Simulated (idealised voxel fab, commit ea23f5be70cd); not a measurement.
process module | voxel quadruple lines
cross-section cut | 295 nm wide | cells 5 nm
A cross-section is a grid of square cells, given in bands from the top down. A band is one or more rows of cells.
Each band's line starts with the height of the band's top and of its bottom, in nm. Then come its materials from left to right, each with its width in nm. One material with "throughout" fills the band from edge to edge. "air" is empty space.
Height 0 is the level under which the wafer as received is all one material. The lowest band goes on downwards, as in "0 down".
A width such as "30 to 40" changes by the same amount from each row of cells to the next, from the band's top row to its bottom row.
"no change" after a step means that no cell of the cross-section changed.
closed voids: empty space of 8 cells or more with no open way to the top, each as width x height at its distance from the left edge, in nm
after a step's settings: what the simulator itself notes on the step
overlay nm, on a step with a mask: how far to the right of its planned place the mask lay; to the left if negative
plan
1 op RECEIVE | material Si
2 op CONFORMAL_DEP | material Al2O3 | thk nm 5
3 op DIRECTIONAL_DEP | material TiN | thk nm 15
4 op DIRECTIONAL_DEP | material polySi | thk nm 20
5 op DIRECTIONAL_DEP | material aC | thk nm 20
6 op PATTERN | tone cover | mask id MANDREL | material resist | width nm 20 | thk nm 30 | overlay nm 0
7 op DIRECTIONAL_ETCH | etch materials aC | depth nm 20
8 op STRIP | etch materials resist
9 op CONFORMAL_DEP | material SiO2 | thk nm 10
10 op DIRECTIONAL_ETCH | etch materials SiO2 | depth nm 10
11 op STRIP | etch materials aC
12 op DIRECTIONAL_ETCH | etch materials polySi | depth nm 20
13 op STRIP | etch materials SiO2
14 op CONFORMAL_DEP | material SiCN | thk nm 5
15 op DIRECTIONAL_ETCH | etch materials SiCN | depth nm 5
16 op STRIP | etch materials polySi
17 op DIRECTIONAL_ETCH | etch materials TiN | depth nm 15
18 op STRIP | etch materials SiCN
as received, after step 1
  0 down: Si throughout
  closed voids: none
first wafer at the end, as planned
  20 to 5: air 120 | TiN 5 | air 10 | TiN 5 | air 10 | TiN 5 | air 10 | TiN 5 | air 125
  5 to 0: Al2O3 throughout
  0 down: Si throughout
  closed voids: none
second wafer at the end: like start, like plan, one mistake
  20 to 10: air 120 | TiN 5 | air 10 | TiN 5 | air 10 | TiN 5 | air 10 | TiN 5 | air 125
  10 to 5: TiN throughout
  5 to 0: Al2O3 throughout
  0 down: Si throughout
  closed voids: none
what went wrong: step 17 ran as: op DIRECTIONAL_ETCH | etch materials TiN | depth nm 10
at the end the second wafer has, in cells: 55 more of TiN
